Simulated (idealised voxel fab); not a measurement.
Presented below is a process module, voxel gate over fins.
Cross-section cut spans 240 nm and uses square cells 5 nm in size.
Just so we're on the same page, the cross-sections are grids of square cells, and they're listed out in bands top to bottom, each band one or more rows deep. First you get the band's top height and its bottom height, in nm, and then the materials it's made of, left to right, with each width in nm. If you see a single material with "everywhere", that one covers the band edge to edge. "air" is empty space. Convention: height 0 is the level below which the wafer, as received, is all one material. The lowest band does not terminate at the bottom but continues downward, represented as "0 -> down". Note: "30 to 40" means the width goes from the first number (top row of the band) to the second number (bottom row) in equal steps per row of cells. Where the words "no modifications" appear for a step, the cross-section shows no cell changed by that step; every cell remained as before. Enclosed voids (no open way to top), threshold 8 cells or more, entry "Closed cavities", notation width x height at distance, distance from left edge, nm. Post-settings text on a step line: simulator's own remark regarding the step. A step line may carry the setting "overlay nm", which, for steps involving a mask, states the distance by which the mask lay to the right of its intended position; negative values denote displacement to the left.

# List of planned process steps
1 RECEIVE with material Si
2 CONFORMAL_DEP with material SiN, thk nm 5
3 DIRECTIONAL_DEP with material aC, thk nm 10
4 PATTERN with tone cover, mask id FINS, material resist, width nm 15, pitch nm 40, thk nm 30, overlay nm 0
5 DIRECTIONAL_ETCH with etch materials aC, depth nm 10
6 STRIP with etch materials resist
7 DIRECTIONAL_ETCH with etch materials SiN, depth nm 5
8 DIRECTIONAL_ETCH with etch materials Si, depth nm 40
9 STRIP with etch materials aC
10 OXIDIZE with depth nm 5
11 FILL_DEP with material SiO2, thk nm 5
12 CMP with height nm 5
13 SELECTIVE_ETCH with etch materials SiO2, depth nm 15
14 STRIP with etch materials SiN
15 CONFORMAL_DEP with material HfO2, thk nm 5
16 CONFORMAL_DEP with material TiN, thk nm 5
17 FILL_DEP with material W, thk nm 15
18 CMP with height nm 20
19 CONFORMAL_DEP with material SiN, thk nm 10

# Concerning the first of two wafers, which was run in accordance with the plan

# Received-state cross-section, reflecting completion of step 1
> 0 -> down: Si everywhere
> Closed cavities: none

# The wafer in cross-section once step 2 is complete
> 5 -> 0: SiN everywhere
> Everything below 0 is unchanged.

# The wafer in cross-section once step 3 is complete
> 15 -> 5: aC everywhere
> Everything below 5 is unchanged.

# The wafer in cross-section once step 4 is complete
> 45 -> 15: air=70; resist=15; air=25; resist=15; air=25; resist=15; air=75
> Everything below 15 is unchanged.

# The wafer in cross-section once step 5 is complete
> 35 -> 15: air=70; resist=15; air=25; resist=15; air=25; resist=15; air=75
> 15 -> 5: air=70; aC=15; air=25; aC=15; air=25; aC=15; air=75
> Everything below 5 is unchanged.

# The wafer in cross-section once step 6 is complete
> 15 -> 5: air=70; aC=15; air=25; aC=15; air=25; aC=15; air=75
> Everything below 5 is unchanged.

# The wafer in cross-section once step 7 is complete
> 15 -> 5: air=70; aC=15; air=25; aC=15; air=25; aC=15; air=75
> 5 -> 0: air=70; SiN=15; air=25; SiN=15; air=25; SiN=15; air=75
> Everything below 0 is unchanged.

# The wafer in cross-section once step 8 is complete
> 15 -> 5: air=70; aC=15; air=25; aC=15; air=25; aC=15; air=75
> 5 -> 0: air=70; SiN=15; air=25; SiN=15; air=25; SiN=15; air=75
> 0 -> -40: air=70; Si=15; air=25; Si=15; air=25; Si=15; air=75
> Everything below -40 is unchanged.

# The wafer in cross-section once step 9 is complete
> 5 -> 0: air=70; SiN=15; air=25; SiN=15; air=25; SiN=15; air=75
> Everything below 0 is unchanged.

# The wafer in cross-section once step 10 is complete
> 5 -> 0: air=70; SiN=15; air=25; SiN=15; air=25; SiN=15; air=75
> 0 -> -40: air=70; SiO2=5; Si=5; SiO2=5; air=25; SiO2=5; Si=5; SiO2=5; air=25; SiO2=5; Si=5; SiO2=5; air=75
> -40 -> -45: SiO2=75; Si=5; SiO2=35; Si=5; SiO2=35; Si=5; SiO2=80
> Everything below -45 is unchanged.

# The wafer in cross-section once step 11 is complete
> 10 -> 5: SiO2 everywhere
> 5 -> 0: SiO2=70; SiN=15; SiO2=25; SiN=15; SiO2=25; SiN=15; SiO2=75
> 0 -> -45: SiO2=75; Si=5; SiO2=35; Si=5; SiO2=35; Si=5; SiO2=80
> Everything below -45 is unchanged.

# The wafer in cross-section once step 12 is complete
> 5 -> 0: SiO2=70; SiN=15; SiO2=25; SiN=15; SiO2=25; SiN=15; SiO2=75
> Everything below 0 is unchanged.

# The wafer in cross-section once step 13 is complete
> 5 -> 0: air=70; SiN=15; air=25; SiN=15; air=25; SiN=15; air=75
> 0 -> -10: air=75; Si=5; air=35; Si=5; air=35; Si=5; air=80
> Everything below -10 is unchanged.

# The wafer in cross-section once step 14 is complete
> 0 -> -10: air=75; Si=5; air=35; Si=5; air=35; Si=5; air=80
> Everything below -10 is unchanged.

# The wafer in cross-section once step 15 is complete
> 5 -> 0: air=70; HfO2=15; air=25; HfO2=15; air=25; HfO2=15; air=75
> 0 -> -5: air=70; HfO2=5; Si=5; HfO2=5; air=25; HfO2=5; Si=5; HfO2=5; air=25; HfO2=5; Si=5; HfO2=5; air=75
> -5 -> -10: HfO2=75; Si=5; HfO2=35; Si=5; HfO2=35; Si=5; HfO2=80
> Everything below -10 is unchanged.

# The wafer in cross-section once step 16 is complete
> 10 -> 5: air=65; TiN=25; air=15; TiN=25; air=15; TiN=25; air=70
> 5 -> 0: air=65; TiN=5; HfO2=15; TiN=5; air=15; TiN=5; HfO2=15; TiN=5; air=15; TiN=5; HfO2=15; TiN=5; air=70
> 0 -> -5: TiN=70; HfO2=5; Si=5; HfO2=5; TiN=25; HfO2=5; Si=5; HfO2=5; TiN=25; HfO2=5; Si=5; HfO2=5; TiN=75
> Everything below -5 is unchanged.

# The wafer in cross-section once step 17 is complete
> 25 -> 10: W everywhere
> 10 -> 5: W=65; TiN=25; W=15; TiN=25; W=15; TiN=25; W=70
> 5 -> 0: W=65; TiN=5; HfO2=15; TiN=5; W=15; TiN=5; HfO2=15; TiN=5; W=15; TiN=5; HfO2=15; TiN=5; W=70
> Everything below 0 is unchanged.

# The wafer in cross-section once step 18 is complete
> 20 -> 10: W everywhere
> Everything below 10 is unchanged.

# The wafer in cross-section once step 19 is complete
> 30 -> 20: SiN everywhere
> Everything below 20 is unchanged.

# Second wafer, same starting state and plan as the first, one mistake in the run, identical through step 12

# Cross-sectional view of the second wafer at the intended end time of process step 13
> 5 -> 0: SiO2=70; air=15; SiO2=25; air=15; SiO2=25; air=15; SiO2=75
> Everything below 0 is unchanged.

# Cross-sectional view of the second wafer at the intended end time of process step 14
> 0 -> -10: air=75; Si=5; air=35; Si=5; air=35; Si=5; air=80
> -10 -> -15: SiO2=55; air=20; Si=5; air=35; Si=5; air=35; Si=5; air=20; SiO2=60
> Everything below -15 is unchanged.

# Cross-sectional view of the second wafer at the intended end time of process step 15
> 5 -> 0: air=70; HfO2=15; air=25; HfO2=15; air=25; HfO2=15; air=75
> 0 -> -5: air=70; HfO2=5; Si=5; HfO2=5; air=25; HfO2=5; Si=5; HfO2=5; air=25; HfO2=5; Si=5; HfO2=5; air=75
> -5 -> -10: HfO2=60; air=10; HfO2=5; Si=5; HfO2=5; air=25; HfO2=5; Si=5; HfO2=5; air=25; HfO2=5; Si=5; HfO2=5; air=10; HfO2=65
> -10 -> -15: SiO2=55; HfO2=20; Si=5; HfO2=35; Si=5; HfO2=35; Si=5; HfO2=20; SiO2=60
> Everything below -15 is unchanged.

# Cross-sectional view of the second wafer at the intended end time of process step 16
> 10 -> 5: air=65; TiN=25; air=15; TiN=25; air=15; TiN=25; air=70
> 5 -> 0: air=65; TiN=5; HfO2=15; TiN=5; air=15; TiN=5; HfO2=15; TiN=5; air=15; TiN=5; HfO2=15; TiN=5; air=70
> 0 -> -5: TiN=70; HfO2=5; Si=5; HfO2=5; TiN=5; air=15; TiN=5; HfO2=5; Si=5; HfO2=5; TiN=5; air=15; TiN=5; HfO2=5; Si=5; HfO2=5; TiN=75
> -5 -> -10: HfO2=60; TiN=10; HfO2=5; Si=5; HfO2=5; TiN=25; HfO2=5; Si=5; HfO2=5; TiN=25; HfO2=5; Si=5; HfO2=5; TiN=10; HfO2=65
> Everything below -10 is unchanged.

# Cross-sectional view of the second wafer at the intended end time of process step 17
> 25 -> 10: W everywhere
> 10 -> 5: W=65; TiN=25; W=15; TiN=25; W=15; TiN=25; W=70
> 5 -> 0: W=65; TiN=5; HfO2=15; TiN=5; W=15; TiN=5; HfO2=15; TiN=5; W=15; TiN=5; HfO2=15; TiN=5; W=70
> 0 -> -5: TiN=70; HfO2=5; Si=5; HfO2=5; TiN=5; W=15; TiN=5; HfO2=5; Si=5; HfO2=5; TiN=5; W=15; TiN=5; HfO2=5; Si=5; HfO2=5; TiN=75
> Everything below -5 is unchanged.

# Cross-sectional view of the second wafer at the intended end time of process step 18
> 20 -> 10: W everywhere
> Everything below 10 is unchanged.

# Cross-sectional view of the second wafer at the intended end time of process step 19
> 30 -> 20: SiN everywhere
> Everything below 20 is unchanged.
What was the processing mistake? plan vs actual: 13 and 14 interchanged
Final tally in cells, some materials are higher or lower on the second wafer than on the first: HfO2 +8, SiO2 -22, TiN +8, W +6
